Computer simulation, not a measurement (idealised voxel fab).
Documented hereafter: the process module known as voxel self aligned vias.
Xsec cut, 245 nm wide, square cell size 5 nm.
Format of a cross-section: grid, square cells. Given as bands. Order: top down. Band: one or more rows of cells.
Read a band's entry like this: the first values are the height of its top and the height of its bottom in nm, and what follows is the sequence of materials from left to right, each with its width in nm. Note that "empty" is empty space, and that a single material marked "everywhere" reaches across the band from edge to edge.
It should be noted that heights are counted from 0, beneath which the wafer as supplied is of one material throughout, and that the lowest band possesses no lower boundary but continues downward, as written in "0 down".
A width such as "30..40" changes by the same amount from each row of cells to the next, from the band's top row to its bottom row.
Where a step carries "remained the same", the cross-section came out of it unchanged, cell for cell.
"Fully closed voids" contains a list of empty spaces, each no smaller than 8 cells and without an open way to the top, written in the form width x height at distance with the distance from the left edge and all three in nm.
Past the settings on a step's line: simulator remark, on that step.
overlay nm: step with mask; distance mask lay right of planned place; negative value = left of planned place.

### The following list gives the planned process steps
1,RECEIVE with material Si
2,CONFORMAL_DEP with material SiO2, thk nm 10
3,CONFORMAL_DEP with material SiCN, thk nm 5
4,DIRECTIONAL_DEP with material lowk, thk nm 25
5,DIRECTIONAL_DEP with material aC, thk nm 15
6,PATTERN with tone open, mask id LINES, material resist, width nm 25, pitch nm 60, thk nm 35, overlay nm 0
7,DIRECTIONAL_ETCH with etch materials aC, depth nm 15
8,STRIP with etch materials resist
9,DIRECTIONAL_ETCH with etch materials lowk, depth nm 25
10,STRIP with etch materials aC
11,CONFORMAL_DEP with material TiN, thk nm 5
12,FILL_DEP with material W, thk nm 5
13,CMP with height nm 40
14,SELECTIVE_ETCH with etch materials W Ru TiN, depth nm 5
15,FILL_DEP with material SiN, thk nm 10
16,CMP with height nm 40
17,DIRECTIONAL_DEP with material lowk, thk nm 20
18,DIRECTIONAL_DEP with material aC, thk nm 10
19,PATTERN with tone open, mask id VIAS, material resist, width nm 35, pitch nm 60, thk nm 25, overlay nm 0
20,DIRECTIONAL_ETCH with etch materials aC, depth nm 10
21,STRIP with etch materials resist
22,DIRECTIONAL_ETCH with etch materials lowk, depth nm 20
23,DIRECTIONAL_ETCH with etch materials SiN, depth nm 5
24,STRIP with etch materials aC
25,CONFORMAL_DEP with material TiN, thk nm 5
26,FILL_DEP with material Ru, thk nm 10
27,CMP with height nm 60
28,CONFORMAL_DEP with material SiN, thk nm 5

### The cross-section here shows the wafer as received, i.e. in its state after step 1
* 0 down | Si everywhere
* Fully closed voids: none

### Run as planned - first of the two wafers cross-sectioned at the end of the module
* 65 to 60 | SiN everywhere
* 60 to 45 | 75 lowk / 5 TiN / 25 Ru / 5 TiN / 25 lowk / 5 TiN / 25 Ru / 5 TiN / 75 lowk
* 45 to 40 | 75 lowk / 10 TiN / 15 Ru / 10 TiN / 25 lowk / 10 TiN / 15 Ru / 10 TiN / 75 lowk
* 40 to 35 | 80 lowk / 25 TiN / 35 lowk / 25 TiN / 80 lowk
* 35 to 20 | 80 lowk / 5 TiN / 15 W / 5 TiN / 35 lowk / 5 TiN / 15 W / 5 TiN / 80 lowk
* 20 to 15 | 80 lowk / 25 TiN / 35 lowk / 25 TiN / 80 lowk
* 15 to 10 | SiCN everywhere
* 10 to 0 | SiO2 everywhere
* 0 down | Si everywhere
* Fully closed voids: none

### Cross-section, second wafer: same start as the first, same plan as the first, one mistake in running it; taken at the end of the module
* 65 to 60 | SiN everywhere
* 60 to 45 | 70 Ru / 5 TiN / 35 lowk / 5 TiN / 15 Ru / 5 TiN / 35 lowk / 5 TiN / 70 Ru
* 45 to 40 | 75 TiN / 35 lowk / 25 TiN / 35 lowk / 75 TiN
* 40 to 35 | 80 lowk / 25 SiN / 35 lowk / 25 SiN / 80 lowk
* 35 to 20 | 80 lowk / 5 TiN / 15 W / 5 TiN / 35 lowk / 5 TiN / 15 W / 5 TiN / 80 lowk
* 20 to 15 | 80 lowk / 25 TiN / 35 lowk / 25 TiN / 80 lowk
* 15 to 10 | SiCN everywhere
* 10 to 0 | SiO2 everywhere
* 0 down | Si everywhere
* Fully closed voids: none
Which mistake was made when the wafer was run? step 19 ran differently from the plan; actual operation with settings: PATTERN with tone cover, mask id VIAS, material resist, width nm 35, pitch nm 60, thk nm 25, overlay nm 0
Heads up, by the end the second wafer has more or fewer cells of some materials compared to the first: +57 Ru; +10 SiN; +17 TiN; -84 lowk
